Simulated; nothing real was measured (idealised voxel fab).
The following process module bears the name voxel transistor to metal.
It is cross-section cut that appears here, measuring 300 nm in width, its square cells being 5 nm in size.
If you're reading a cross-section in this doc, picture square cells in a grid; it comes to you as bands, top ones listed first down to the bottom, and a band can be one or more rows of cells.
Heads up on the band format: heights come first, top then bottom, in nm. After that it's the materials left to right, each with its width in nm. A single material flagged "throughout" fills the whole band edge to edge, and "air" means there's empty space there.
We count height from 0. Below that, the starting wafer is all one material. The lowest band never ends at the bottom but goes on down; see "from 0 down" for how that is written.
Read "30..40" as a graded width: first number on top, second number at the bottom, same change between each pair of neighbouring rows.
Any step labelled "no change occurred" changed none of the cells in the cross-section.
Empty spaces without an open route to the top, at least 8 cells in extent, make up the entry "Enclosed void list"; each is given as width x height at distance, where the distance is measured from the left edge, and all are in nm.
On each step's line, the part that comes after the settings is the simulator's own comment on the step.
overlay nm: right-of-plan distance of the mask on a masked step; negative values mean left-of-plan.
Pairs, read this way: before one process step on the one hand, after it on the other, the after cross-section ending at the lowest band that changed; the step between, settings included, beneath. Same starting wafer throughout, but possibly different runs of this module, so no pair continues from the pair above unless its entry headed "Pre-step section" says so.
PRE-STEP SECTION
    from 80 to 55 = SiO2 throughout
    from 55 to 50 = SiCN throughout
    from 50 to 35 = SiO2: 35 / TiN: 5 / W: 10 / TiN: 5 / SiO2: 55 / TiN: 5 / W: 10 / TiN: 5 / SiO2: 40 / TiN: 5 / W: 10 / TiN: 5 / SiO2: 55 / TiN: 5 / W: 10 / TiN: 5 / SiO2: 35
    from 35 to 30 = SiO2: 35 / TiN: 5 / W: 10 / TiN: 5 / SiO2: 5 / SiN: 5 / SiO2: 5 / SiCN: 25 / SiO2: 5 / SiN: 5 / SiO2: 5 / TiN: 5 / W: 10 / TiN: 5 / SiO2: 40 / TiN: 5 / W: 10 / TiN: 5 / SiO2: 5 / SiN: 5 / SiO2: 5 / SiCN: 25 / SiO2: 5 / SiN: 5 / SiO2: 5 / TiN: 5 / W: 10 / TiN: 5 / SiO2: 35
    from 30 to 25 = SiO2: 35 / TiN: 20 / SiO2: 5 / SiN: 5 / SiO2: 5 / SiCN: 25 / SiO2: 5 / SiN: 5 / SiO2: 5 / TiN: 20 / SiO2: 40 / TiN: 20 / SiO2: 5 / SiN: 5 / SiO2: 5 / SiCN: 25 / SiO2: 5 / SiN: 5 / SiO2: 5 / TiN: 20 / SiO2: 35
    from 25 to 20 = SiO2: 60 / SiN: 5 / SiO2: 5 / SiCN: 25 / SiO2: 5 / SiN: 5 / SiO2: 90 / SiN: 5 / SiO2: 5 / SiCN: 25 / SiO2: 5 / SiN: 5 / SiO2: 60
    from 20 to 10 = SiO2: 60 / SiN: 5 / SiO2: 5 / polySi: 25 / SiO2: 5 / SiN: 5 / SiO2: 90 / SiN: 5 / SiO2: 5 / polySi: 25 / SiO2: 5 / SiN: 5 / SiO2: 60
    from 10 to 5 = SiO2: 30 / nSi: 30 / SiN: 5 / SiO2: 5 / polySi: 25 / SiO2: 5 / SiN: 5 / nSi: 30 / SiO2: 30 / nSi: 30 / SiN: 5 / SiO2: 5 / polySi: 25 / SiO2: 5 / SiN: 5 / nSi: 30 / SiO2: 30
    from 5 to 0 = SiO2: 30 / SiN: 5 / nSi: 25 / SiN: 5 / SiO2: 5 / polySi: 25 / SiO2: 5 / SiN: 5 / nSi: 25 / SiN: 5 / SiO2: 30 / SiN: 5 / nSi: 25 / SiN: 5 / SiO2: 5 / polySi: 25 / SiO2: 5 / SiN: 5 / nSi: 25 / SiN: 5 / SiO2: 30
    from 0 to -5 = SiO2: 35 / nSi: 25 / SiO2: 45 / nSi: 25 / SiO2: 40 / nSi: 25 / SiO2: 45 / nSi: 25 / SiO2: 35
    from -5 to -20 = SiO2: 30 / Si: 5 / nSi: 25 / Si: 45 / nSi: 25 / Si: 5 / SiO2: 30 / Si: 5 / nSi: 25 / Si: 45 / nSi: 25 / Si: 5 / SiO2: 30
    from -20 to -35 = SiO2: 30 / Si: 105 / SiO2: 30 / Si: 105 / SiO2: 30
    from -35 down = Si throughout
    Enclosed void list: none
STEP OUTCOME
    from 95 to 80 = resist: 35 / air: 20 / resist: 55 / air: 20 / resist: 40 / air: 20 / resist: 55 / air: 20 / resist: 35
    Rest of section, below 80: as before.
    Enclosed void list: none
The structure shown above changes from one cross-section to the other through PATTERN | tone open | mask id METAL_1 | material resist | width nm 20 | thk nm 15 | overlay nm 0
Pre-step section: the cross-section after the pair above
STEP OUTCOME
    from 95 to 80 = resist: 35 / air: 20 / resist: 55 / air: 20 / resist: 40 / air: 20 / resist: 55 / air: 20 / resist: 35
    from 80 to 55 = SiO2: 35 / air: 20 / SiO2: 55 / air: 20 / SiO2: 40 / air: 20 / SiO2: 55 / air: 20 / SiO2: 35
    Rest of section, below 55: as before.
    Enclosed void list: none
The structure shown above changes from one cross-section to the other through DIRECTIONAL_ETCH | etch materials SiO2 | depth nm 25
Pre-step section: the cross-section after the pair above
STEP OUTCOME
    from 95 to 80 = resist: 35 / air: 20 / resist: 55 / air: 20 / resist: 40 / air: 20 / resist: 55 / air: 20 / resist: 35
    from 80 to 55 = SiO2: 35 / air: 20 / SiO2: 55 / air: 20 / SiO2: 40 / air: 20 / SiO2: 55 / air: 20 / SiO2: 35
    from 55 to 50 = SiCN: 35 / air: 20 / SiCN: 55 / air: 20 / SiCN: 40 / air: 20 / SiCN: 55 / air: 20 / SiCN: 35
    Rest of section, below 50: as before.
    Enclosed void list: none
The structure shown above changes from one cross-section to the other through DIRECTIONAL_ETCH | etch materials SiCN | depth nm 5
Pre-step section: the cross-section after the pair above
STEP OUTCOME
    from 80 to 55 = SiO2: 35 / air: 20 / SiO2: 55 / air: 20 / SiO2: 40 / air: 20 / SiO2: 55 / air: 20 / SiO2: 35
    Rest of section, below 55: as before.
    Enclosed void list: none
The structure shown above changes from one cross-section to the other through STRIP | etch materials resist
Pre-step section: the cross-section after the pair above
STEP OUTCOME
    from 85 to 80 = TiN: 40 / air: 10 / TiN: 65 / air: 10 / TiN: 50 / air: 10 / TiN: 65 / air: 10 / TiN: 40
    from 80 to 55 = SiO2: 35 / TiN: 5 / air: 10 / TiN: 5 / SiO2: 55 / TiN: 5 / air: 10 / TiN: 5 / SiO2: 40 / TiN: 5 / air: 10 / TiN: 5 / SiO2: 55 / TiN: 5 / air: 10 / TiN: 5 / SiO2: 35
    from 55 to 50 = SiCN: 35 / TiN: 20 / SiCN: 55 / TiN: 20 / SiCN: 40 / TiN: 20 / SiCN: 55 / TiN: 20 / SiCN: 35
    Rest of section, below 50: as before.
    Enclosed void list: none
The structure shown above changes from one cross-section to the other through CONFORMAL_DEP | material TiN | thk nm 5
Pre-step section: the cross-section after the pair above
STEP OUTCOME
    from 95 to 85 = W throughout
    from 85 to 80 = TiN: 40 / W: 10 / TiN: 65 / W: 10 / TiN: 50 / W: 10 / TiN: 65 / W: 10 / TiN: 40
    from 80 to 55 = SiO2: 35 / TiN: 5 / W: 10 / TiN: 5 / SiO2: 55 / TiN: 5 / W: 10 / TiN: 5 / SiO2: 40 / TiN: 5 / W: 10 / TiN: 5 / SiO2: 55 / TiN: 5 / W: 10 / TiN: 5 / SiO2: 35
    Rest of section, below 55: as before.
    Enclosed void list: none
The structure shown above changes from one cross-section to the other through FILL_DEP | material W | thk nm 10
Pre-step section: the cross-section after the pair above
STEP OUTCOME
    from 80 to 55 = SiO2: 35 / TiN: 5 / W: 10 / TiN: 5 / SiO2: 55 / TiN: 5 / W: 10 / TiN: 5 / SiO2: 40 / TiN: 5 / W: 10 / TiN: 5 / SiO2: 55 / TiN: 5 / W: 10 / TiN: 5 / SiO2: 35
    Rest of section, below 55: as before.
    Enclosed void list: none
The structure shown above changes from one cross-section to the other through CMP | height nm 80
Pre-step section: the cross-section after the pair above
STEP OUTCOME
    from 85 to 80 = SiCN throughout
    Rest of section, below 80: as before.
    Enclosed void list: none
The structure shown above changes from one cross-section to the other through CONFORMAL_DEP | material SiCN | thk nm 5
PRE-STEP SECTION
    from 15 to 5 = SiO2: 30 / SiN: 105 / SiO2: 30 / SiN: 105 / SiO2: 30
    from 5 to 0 = SiO2 throughout
    from 0 to -35 = SiO2: 30 / Si: 105 / SiO2: 30 / Si: 105 / SiO2: 30
    from -35 down = Si throughout
    Enclosed void list: none
STEP OUTCOME
    from 15 to 5 = SiO2: 30 / air: 105 / SiO2: 30 / air: 105 / SiO2: 30
    Rest of section, below 5: as before.
    Enclosed void list: none
The structure shown above changes from one cross-section to the other through STRIP | etch materials SiN
Pre-step section: the cross-section after the pair above
STEP OUTCOME
    from 10 to 0 = SiO2: 25 / air: 115 / SiO2: 20 / air: 115 / SiO2: 25
    Rest of section, below 0: as before.
    Enclosed void list: none
The structure shown above changes from one cross-section to the other through SELECTIVE_ETCH | etch materials SiO2 | depth nm 5
Pre-step section: the cross-section after the pair above
STEP OUTCOME
    from 5 to 0 = SiO2: 20 / air: 125 / SiO2: 10 / air: 125 / SiO2: 20
    from 0 to -5 = SiO2: 20 / air: 10 / Si: 105 / air: 10 / SiO2: 10 / air: 10 / Si: 105 / air: 10 / SiO2: 20
    Rest of section, below -5: as before.
    Enclosed void list: none
The structure shown above changes from one cross-section to the other through SELECTIVE_ETCH | etch materials SiO2 | depth nm 5
Pre-step section: the cross-section after the pair above
STEP OUTCOME
    from 5 to 0 = SiO2: 20 / air: 125 / SiO2: 10 / air: 125 / SiO2: 20
    from 0 to -5 = SiO2: 20 / air: 10 / SiO2: 105 / air: 10 / SiO2: 10 / air: 10 / SiO2: 105 / air: 10 / SiO2: 20
    from -5 to -10 = SiO2: 35 / Si: 95 / SiO2: 40 / Si: 95 / SiO2: 35
    Rest of section, below -10: as before.
    Enclosed void list: none
The structure shown above changes from one cross-section to the other through OXIDIZE | depth nm 5
Pre-step section: the cross-section after the pair above
STEP OUTCOME
    from 25 to 20 = polySi: 20 / air: 125 / polySi: 10 / air: 125 / polySi: 20
    from 20 to 15 = polySi: 20 / air: 10 / polySi: 105 / air: 10 / polySi: 10 / air: 10 / polySi: 105 / air: 10 / polySi: 20
    from 15 to 5 = polySi throughout
    from 5 to 0 = SiO2: 20 / polySi: 125 / SiO2: 10 / polySi: 125 / SiO2: 20
    from 0 to -5 = SiO2: 20 / polySi: 10 / SiO2: 105 / polySi: 10 / SiO2: 10 / polySi: 10 / SiO2: 105 / polySi: 10 / SiO2: 20
    Rest of section, below -5: as before.
    Enclosed void list: none
The structure shown above changes from one cross-section to the other through DIRECTIONAL_DEP | material polySi | thk nm 20
Pre-step section: the cross-section after the pair above
STEP OUTCOME
    from 40 to 35 = SiCN: 20 / air: 125 / SiCN: 10 / air: 125 / SiCN: 20
    from 35 to 30 = SiCN: 20 / air: 10 / SiCN: 105 / air: 10 / SiCN: 10 / air: 10 / SiCN: 105 / air: 10 / SiCN: 20
    from 30 to 25 = SiCN throughout
    from 25 to 20 = polySi: 20 / SiCN: 125 / polySi: 10 / SiCN: 125 / polySi: 20
    from 20 to 15 = polySi: 20 / SiCN: 10 / polySi: 105 / SiCN: 10 / polySi: 10 / SiCN: 10 / polySi: 105 / SiCN: 10 / polySi: 20
    Rest of section, below 15: as before.
    Enclosed void list: none
The structure shown above changes from one cross-section to the other through DIRECTIONAL_DEP | material SiCN | thk nm 15
Pre-step section: the cross-section after the pair above
STEP OUTCOME
    from 55 to 50 = aC: 20 / air: 125 / aC: 10 / air: 125 / aC: 20
    from 50 to 45 = aC: 20 / air: 10 / aC: 105 / air: 10 / aC: 10 / air: 10 / aC: 105 / air: 10 / aC: 20
    from 45 to 40 = aC throughout
    from 40 to 35 = SiCN: 20 / aC: 125 / SiCN: 10 / aC: 125 / SiCN: 20
    from 35 to 30 = SiCN: 20 / aC: 10 / SiCN: 105 / aC: 10 / SiCN: 10 / aC: 10 / SiCN: 105 / aC: 10 / SiCN: 20
    Rest of section, below 30: as before.
    Enclosed void list: none
The structure shown above changes from one cross-section to the other through DIRECTIONAL_DEP | material aC | thk nm 15
Pre-step section: the cross-section after the pair above
STEP OUTCOME
    from 85 to 55 = air: 70 / resist: 25 / air: 110 / resist: 25 / air: 70
    from 55 to 50 = aC: 20 / air: 50 / resist: 25 / air: 50 / aC: 10 / air: 50 / resist: 25 / air: 50 / aC: 20
    Rest of section, below 50: as before.
    Enclosed void list: none
The structure shown above changes from one cross-section to the other through PATTERN | tone cover | mask id GATE | material resist | width nm 25 | pitch nm 135 | thk nm 30 | overlay nm 0
Pre-step section: the cross-section after the pair above
STEP OUTCOME
    from 70 to 50 = air: 70 / resist: 25 / air: 110 / resist: 25 / air: 70
    from 50 to 40 = air: 70 / aC: 25 / air: 110 / aC: 25 / air: 70
    from 40 to 35 = SiCN: 20 / air: 50 / aC: 25 / air: 50 / SiCN: 10 / air: 50 / aC: 25 / air: 50 / SiCN: 20
    from 35 to 30 = SiCN: 20 / air: 10 / SiCN: 105 / air: 10 / SiCN: 10 / air: 10 / SiCN: 105 / air: 10 / SiCN: 20
    Rest of section, below 30: as before.
    Enclosed void list: none
The structure shown above changes from one cross-section to the other through DIRECTIONAL_ETCH | etch materials aC | depth nm 15
Pre-step section: the cross-section after the pair above
STEP OUTCOME
    from 50 to 40 = air: 70 / aC: 25 / air: 110 / aC: 25 / air: 70
    Rest of section, below 40: as before.
    Enclosed void list: none
The structure shown above changes from one cross-section to the other through STRIP | etch materials resist
Pre-step section: the cross-section after the pair above
STEP OUTCOME
    from 50 to 35 = air: 70 / aC: 25 / air: 110 / aC: 25 / air: 70
    from 35 to 25 = air: 70 / SiCN: 25 / air: 110 / SiCN: 25 / air: 70
    from 25 to 20 = polySi: 20 / air: 50 / SiCN: 25 / air: 50 / polySi: 10 / air: 50 / SiCN: 25 / air: 50 / polySi: 20
    from 20 to 15 = polySi: 20 / air: 10 / polySi: 105 / air: 10 / polySi: 10 / air: 10 / polySi: 105 / air: 10 / polySi: 20
    Rest of section, below 15: as before.
    Enclosed void list: none
The structure shown above changes from one cross-section to the other through DIRECTIONAL_ETCH | etch materials SiCN | depth nm 25
Pre-step section: the cross-section after the pair above
STEP OUTCOME
    from 50 to 35 = air: 70 / aC: 25 / air: 110 / aC: 25 / air: 70
    from 35 to 20 = air: 70 / SiCN: 25 / air: 110 / SiCN: 25 / air: 70
    from 20 to 5 = air: 70 / polySi: 25 / air: 110 / polySi: 25 / air: 70
    from 5 to 0 = SiO2: 20 / air: 50 / polySi: 25 / air: 50 / SiO2: 10 / air: 50 / polySi: 25 / air: 50 / SiO2: 20
    from 0 to -5 = SiO2: 20 / air: 10 / SiO2: 105 / air: 10 / SiO2: 10 / air: 10 / SiO2: 105 / air: 10 / SiO2: 20
    Rest of section, below -5: as before.
    Enclosed void list: none
The structure shown above changes from one cross-section to the other through DIRECTIONAL_ETCH | etch materials polySi | depth nm 30
Pre-step section: the cross-section after the pair above
STEP OUTCOME
    from 35 to 20 = air: 70 / SiCN: 25 / air: 110 / SiCN: 25 / air: 70
    Rest of section, below 20: as before.
    Enclosed void list: none
The structure shown above changes from one cross-section to the other through STRIP | etch materials aC
Pre-step section: the cross-section after the pair above
STEP OUTCOME
    from 40 to 35 = air: 65 / SiO2: 35 / air: 100 / SiO2: 35 / air: 65
    from 35 to 20 = air: 65 / SiO2: 5 / SiCN: 25 / SiO2: 5 / air: 100 / SiO2: 5 / SiCN: 25 / SiO2: 5 / air: 65
    from 20 to 10 = air: 65 / SiO2: 5 / polySi: 25 / SiO2: 5 / air: 100 / SiO2: 5 / polySi: 25 / SiO2: 5 / air: 65
    from 10 to 5 = SiO2: 25 / air: 40 / SiO2: 5 / polySi: 25 / SiO2: 5 / air: 40 / SiO2: 20 / air: 40 / SiO2: 5 / polySi: 25 / SiO2: 5 / air: 40 / SiO2: 25
    from 5 to 0 = SiO2: 70 / polySi: 25 / SiO2: 110 / polySi: 25 / SiO2: 70
    from 0 to -5 = SiO2 throughout
    Rest of section, below -5: as before.
    Enclosed void list: none
The structure shown above changes from one cross-section to the other through CONFORMAL_DEP | material SiO2 | thk nm 5
Pre-step section: the cross-section after the pair above
STEP OUTCOME
    from 35 to 20 = air: 65 / SiO2: 5 / SiCN: 25 / SiO2: 5 / air: 100 / SiO2: 5 / SiCN: 25 / SiO2: 5 / air: 65
    from 20 to 5 = air: 65 / SiO2: 5 / polySi: 25 / SiO2: 5 / air: 100 / SiO2: 5 / polySi: 25 / SiO2: 5 / air: 65
    from 5 to 0 = SiO2: 25 / air: 40 / SiO2: 5 / polySi: 25 / SiO2: 5 / air: 40 / SiO2: 20 / air: 40 / SiO2: 5 / polySi: 25 / SiO2: 5 / air: 40 / SiO2: 25
    Rest of section, below 0: as before.
    Enclosed void list: none
The structure shown above changes from one cross-section to the other through DIRECTIONAL_ETCH | etch materials SiO2 | depth nm 5
Pre-step section: the cross-section after the pair above
STEP OUTCOME
    from 40 to 35 = air: 60 / SiN: 45 / air: 90 / SiN: 45 / air: 60
    from 35 to 20 = air: 60 / SiN: 5 / SiO2: 5 / SiCN: 25 / SiO2: 5 / SiN: 5 / air: 90 / SiN: 5 / SiO2: 5 / SiCN: 25 / SiO2: 5 / SiN: 5 / air: 60
    from 20 to 10 = air: 60 / SiN: 5 / SiO2: 5 / polySi: 25 / SiO2: 5 / SiN: 5 / air: 90 / SiN: 5 / SiO2: 5 / polySi: 25 / SiO2: 5 / SiN: 5 / air: 60
    from 10 to 5 = SiN: 30 / air: 30 / SiN: 5 / SiO2: 5 / polySi: 25 / SiO2: 5 / SiN: 5 / air: 30 / SiN: 30 / air: 30 / SiN: 5 / SiO2: 5 / polySi: 25 / SiO2: 5 / SiN: 5 / air: 30 / SiN: 30
    from 5 to 0 = SiO2: 25 / SiN: 40 / SiO2: 5 / polySi: 25 / SiO2: 5 / SiN: 40 / SiO2: 20 / SiN: 40 / SiO2: 5 / polySi: 25 / SiO2: 5 / SiN: 40 / SiO2: 25
    Rest of section, below 0: as before.
    Enclosed void list: none
The structure shown above changes from one cross-section to the other through CONFORMAL_DEP | material SiN | thk nm 5
Pre-step section: the cross-section after the pair above
STEP OUTCOME
    from 35 to 20 = air: 60 / SiN: 5 / SiO2: 5 / SiCN: 25 / SiO2: 5 / SiN: 5 / air: 90 / SiN: 5 / SiO2: 5 / SiCN: 25 / SiO2: 5 / SiN: 5 / air: 60
    from 20 to 5 = air: 60 / SiN: 5 / SiO2: 5 / polySi: 25 / SiO2: 5 / SiN: 5 / air: 90 / SiN: 5 / SiO2: 5 / polySi: 25 / SiO2: 5 / SiN: 5 / air: 60
    from 5 to 0 = SiO2: 25 / SiN: 5 / air: 30 / SiN: 5 / SiO2: 5 / polySi: 25 / SiO2: 5 / SiN: 5 / air: 30 / SiN: 5 / SiO2: 20 / SiN: 5 / air: 30 / SiN: 5 / SiO2: 5 / polySi: 25 / SiO2: 5 / SiN: 5 / air: 30 / SiN: 5 / SiO2: 25
    Rest of section, below 0: as before.
    Enclosed void list: none
The structure shown above changes from one cross-section to the other through DIRECTIONAL_ETCH | etch materials SiN | depth nm 5
Pre-step section: the cross-section after the pair above
STEP OUTCOME
    from 35 to 30 = air: 60 / SiN: 5 / air: 5 / SiCN: 25 / air: 5 / SiN: 5 / air: 90 / SiN: 5 / air: 5 / SiCN: 25 / air: 5 / SiN: 5 / air: 60
    from 30 to 20 = air: 60 / SiN: 5 / SiO2: 5 / SiCN: 25 / SiO2: 5 / SiN: 5 / air: 90 / SiN: 5 / SiO2: 5 / SiCN: 25 / SiO2: 5 / SiN: 5 / air: 60
    from 20 to 5 = air: 60 / SiN: 5 / SiO2: 5 / polySi: 25 / SiO2: 5 / SiN: 5 / air: 90 / SiN: 5 / SiO2: 5 / polySi: 25 / SiO2: 5 / SiN: 5 / air: 60
    from 5 to 0 = air: 25 / SiN: 5 / air: 30 / SiN: 5 / SiO2: 5 / polySi: 25 / SiO2: 5 / SiN: 5 / air: 30 / SiN: 5 / air: 20 / SiN: 5 / air: 30 / SiN: 5 / SiO2: 5 / polySi: 25 / SiO2: 5 / SiN: 5 / air: 30 / SiN: 5 / air: 25
    from 0 to -5 = SiO2: 30 / air: 30 / SiO2: 45 / air: 30 / SiO2: 30 / air: 30 / SiO2: 45 / air: 30 / SiO2: 30
    Rest of section, below -5: as before.
    Enclosed void list: none
The structure shown above changes from one cross-section to the other through DIRECTIONAL_ETCH | etch materials SiO2 | depth nm 5
Pre-step section: the cross-section after the pair above
STEP OUTCOME
    from 35 to 30 = air: 60 / SiN: 5 / air: 5 / SiCN: 25 / air: 5 / SiN: 5 / air: 90 / SiN: 5 / air: 5 / SiCN: 25 / air: 5 / SiN: 5 / air: 60
    from 30 to 20 = air: 60 / SiN: 5 / SiO2: 5 / SiCN: 25 / SiO2: 5 / SiN: 5 / air: 90 / SiN: 5 / SiO2: 5 / SiCN: 25 / SiO2: 5 / SiN: 5 / air: 60
    from 20 to 5 = air: 60 / SiN: 5 / SiO2: 5 / polySi: 25 / SiO2: 5 / SiN: 5 / air: 90 / SiN: 5 / SiO2: 5 / polySi: 25 / SiO2: 5 / SiN: 5 / air: 60
    from 5 to 0 = air: 25 / SiN: 5 / air: 30 / SiN: 5 / SiO2: 5 / polySi: 25 / SiO2: 5 / SiN: 5 / air: 30 / SiN: 5 / air: 20 / SiN: 5 / air: 30 / SiN: 5 / SiO2: 5 / polySi: 25 / SiO2: 5 / SiN: 5 / air: 30 / SiN: 5 / air: 25
    from 0 to -5 = SiO2: 30 / air: 30 / SiO2: 45 / air: 30 / SiO2: 30 / air: 30 / SiO2: 45 / air: 30 / SiO2: 30
    from -5 to -10 = SiO2: 35 / air: 25 / Si: 45 / air: 25 / SiO2: 40 / air: 25 / Si: 45 / air: 25 / SiO2: 35
    from -10 to -20 = SiO2: 30 / Si: 5 / air: 25 / Si: 45 / air: 25 / Si: 5 / SiO2: 30 / Si: 5 / air: 25 / Si: 45 / air: 25 / Si: 5 / SiO2: 30
    Rest of section, below -20: as before.
    Enclosed void list: none
The structure shown above changes from one cross-section to the other through DIRECTIONAL_ETCH | etch materials Si | depth nm 15
Pre-step section: the cross-section after the pair above
STEP OUTCOME
    from 35 to 30 = air: 60 / SiN: 5 / air: 5 / SiCN: 25 / air: 5 / SiN: 5 / air: 90 / SiN: 5 / air: 5 / SiCN: 25 / air: 5 / SiN: 5 / air: 60
    from 30 to 20 = air: 60 / SiN: 5 / SiO2: 5 / SiCN: 25 / SiO2: 5 / SiN: 5 / air: 90 / SiN: 5 / SiO2: 5 / SiCN: 25 / SiO2: 5 / SiN: 5 / air: 60
    from 20 to 10 = air: 60 / SiN: 5 / SiO2: 5 / polySi: 25 / SiO2: 5 / SiN: 5 / air: 90 / SiN: 5 / SiO2: 5 / polySi: 25 / SiO2: 5 / SiN: 5 / air: 60
    from 10 to 5 = air: 45 / nSi: 15 / SiN: 5 / SiO2: 5 / polySi: 25 / SiO2: 5 / SiN: 5 / nSi: 15 / air: 60 / nSi: 15 / SiN: 5 / SiO2: 5 / polySi: 25 / SiO2: 5 / SiN: 5 / nSi: 15 / air: 45
    from 5 to 0 = air: 25 / SiN: 5 / nSi: 30 / SiN: 5 / SiO2: 5 / polySi: 25 / SiO2: 5 / SiN: 5 / nSi: 30 / SiN: 5 / air: 20 / SiN: 5 / nSi: 30 / SiN: 5 / SiO2: 5 / polySi: 25 / SiO2: 5 / SiN: 5 / nSi: 30 / SiN: 5 / air: 25
    from 0 to -5 = SiO2: 30 / nSi: 30 / SiO2: 45 / nSi: 30 / SiO2: 30 / nSi: 30 / SiO2: 45 / nSi: 30 / SiO2: 30
    from -5 to -10 = SiO2: 35 / nSi: 25 / Si: 45 / nSi: 25 / SiO2: 40 / nSi: 25 / Si: 45 / nSi: 25 / SiO2: 35
    from -10 to -20 = SiO2: 30 / Si: 5 / nSi: 25 / Si: 45 / nSi: 25 / Si: 5 / SiO2: 30 / Si: 5 / nSi: 25 / Si: 45 / nSi: 25 / Si: 5 / SiO2: 30
    Rest of section, below -20: as before.
    Enclosed void list: none
The structure shown above changes from one cross-section to the other through EPI | material nSi | thk nm 15
Pre-step section: the cross-section after the pair above
STEP OUTCOME
    from 45 to 35 = SiO2 throughout
    from 35 to 20 = SiO2: 60 / SiN: 5 / SiO2: 5 / SiCN: 25 / SiO2: 5 / SiN: 5 / SiO2: 90 / SiN: 5 / SiO2: 5 / SiCN: 25 / SiO2: 5 / SiN: 5 / SiO2: 60
    from 20 to 10 = SiO2: 60 / SiN: 5 / SiO2: 5 / polySi: 25 / SiO2: 5 / SiN: 5 / SiO2: 90 / SiN: 5 / SiO2: 5 / polySi: 25 / SiO2: 5 / SiN: 5 / SiO2: 60
    from 10 to 5 = SiO2: 45 / nSi: 15 / SiN: 5 / SiO2: 5 / polySi: 25 / SiO2: 5 / SiN: 5 / nSi: 15 / SiO2: 60 / nSi: 15 / SiN: 5 / SiO2: 5 / polySi: 25 / SiO2: 5 / SiN: 5 / nSi: 15 / SiO2: 45
    from 5 to 0 = SiO2: 25 / SiN: 5 / nSi: 30 / SiN: 5 / SiO2: 5 / polySi: 25 / SiO2: 5 / SiN: 5 / nSi: 30 / SiN: 5 / SiO2: 20 / SiN: 5 / nSi: 30 / SiN: 5 / SiO2: 5 / polySi: 25 / SiO2: 5 / SiN: 5 / nSi: 30 / SiN: 5 / SiO2: 25
    Rest of section, below 0: as before.
    Enclosed void list: none
The structure shown above changes from one cross-section to the other through FILL_DEP | material SiO2 | thk nm 10
Pre-step section: the cross-section after the pair above
STEP OUTCOME
    from 35 to 20 = SiO2: 60 / SiN: 5 / SiO2: 5 / SiCN: 25 / SiO2: 5 / SiN: 5 / SiO2: 90 / SiN: 5 / SiO2: 5 / SiCN: 25 / SiO2: 5 / SiN: 5 / SiO2: 60
    Rest of section, below 20: as before.
    Enclosed void list: none
The structure shown above changes from one cross-section to the other through CMP | height nm 35
Pre-step section: the cross-section after the pair above
STEP OUTCOME
    from 50 to 35 = SiO2 throughout
    Rest of section, below 35: as before.
    Enclosed void list: none
The structure shown above changes from one cross-section to the other through DIRECTIONAL_DEP | material SiO2 | thk nm 15
Pre-step section: the cross-section after the pair above
STEP OUTCOME
    from 65 to 50 = resist: 35 / air: 20 / resist: 55 / air: 20 / resist: 40 / air: 20 / resist: 55 / air: 20 / resist: 35
    Rest of section, below 50: as before.
    Enclosed void list: none
The structure shown above changes from one cross-section to the other through PATTERN | tone open | mask id CONTACT | material resist | width nm 20 | thk nm 15 | overlay nm 0
Pre-step section: the cross-section after the pair above
STEP OUTCOME
    from 65 to 50 = resist: 35 / air: 20 / resist: 55 / air: 20 / resist: 40 / air: 20 / resist: 55 / air: 20 / resist: 35
    from 50 to 35 = SiO2: 35 / air: 20 / SiO2: 55 / air: 20 / SiO2: 40 / air: 20 / SiO2: 55 / air: 20 / SiO2: 35
    from 35 to 20 = SiO2: 35 / air: 20 / SiO2: 5 / SiN: 5 / SiO2: 5 / SiCN: 25 / SiO2: 5 / SiN: 5 / SiO2: 5 / air: 20 / SiO2: 40 / air: 20 / SiO2: 5 / SiN: 5 / SiO2: 5 / SiCN: 25 / SiO2: 5 / SiN: 5 / SiO2: 5 / air: 20 / SiO2: 35
    from 20 to 10 = SiO2: 35 / air: 20 / SiO2: 5 / SiN: 5 / SiO2: 5 / polySi: 25 / SiO2: 5 / SiN: 5 / SiO2: 5 / air: 20 / SiO2: 40 / air: 20 / SiO2: 5 / SiN: 5 / SiO2: 5 / polySi: 25 / SiO2: 5 / SiN: 5 / SiO2: 5 / air: 20 / SiO2: 35
    Rest of section, below 10: as before.
    Enclosed void list: none
The structure shown above changes from one cross-section to the other through DIRECTIONAL_ETCH | etch materials SiO2 | depth nm 40
Pre-step section: the cross-section after the pair above
STEP OUTCOME
    from 50 to 35 = SiO2: 35 / air: 20 / SiO2: 55 / air: 20 / SiO2: 40 / air: 20 / SiO2: 55 / air: 20 / SiO2: 35
    Rest of section, below 35: as before.
    Enclosed void list: none
The structure shown above changes from one cross-section to the other through STRIP | etch materials resist
Pre-step section: the cross-section after the pair above
STEP OUTCOME
    from 55 to 50 = TiN: 40 / air: 10 / TiN: 65 / air: 10 / TiN: 50 / air: 10 / TiN: 65 / air: 10 / TiN: 40
    from 50 to 35 = SiO2: 35 / TiN: 5 / air: 10 / TiN: 5 / SiO2: 55 / TiN: 5 / air: 10 / TiN: 5 / SiO2: 40 / TiN: 5 / air: 10 / TiN: 5 / SiO2: 55 / TiN: 5 / air: 10 / TiN: 5 / SiO2: 35
    from 35 to 20 = SiO2: 35 / TiN: 5 / air: 10 / TiN: 5 / SiO2: 5 / SiN: 5 / SiO2: 5 / SiCN: 25 / SiO2: 5 / SiN: 5 / SiO2: 5 / TiN: 5 / air: 10 / TiN: 5 / SiO2: 40 / TiN: 5 / air: 10 / TiN: 5 / SiO2: 5 / SiN: 5 / SiO2: 5 / SiCN: 25 / SiO2: 5 / SiN: 5 / SiO2: 5 / TiN: 5 / air: 10 / TiN: 5 / SiO2: 35
    from 20 to 15 = SiO2: 35 / TiN: 5 / air: 10 / TiN: 5 / SiO2: 5 / SiN: 5 / SiO2: 5 / polySi: 25 / SiO2: 5 / SiN: 5 / SiO2: 5 / TiN: 5 / air: 10 / TiN: 5 / SiO2: 40 / TiN: 5 / air: 10 / TiN: 5 / SiO2: 5 / SiN: 5 / SiO2: 5 / polySi: 25 / SiO2: 5 / SiN: 5 / SiO2: 5 / TiN: 5 / air: 10 / TiN: 5 / SiO2: 35
    from 15 to 10 = SiO2: 35 / TiN: 20 / SiO2: 5 / SiN: 5 / SiO2: 5 / polySi: 25 / SiO2: 5 / SiN: 5 / SiO2: 5 / TiN: 20 / SiO2: 40 / TiN: 20 / SiO2: 5 / SiN: 5 / SiO2: 5 / polySi: 25 / SiO2: 5 / SiN: 5 / SiO2: 5 / TiN: 20 / SiO2: 35
    Rest of section, below 10: as before.
    Enclosed void list: none
The structure shown above changes from one cross-section to the other through CONFORMAL_DEP | material TiN | thk nm 5
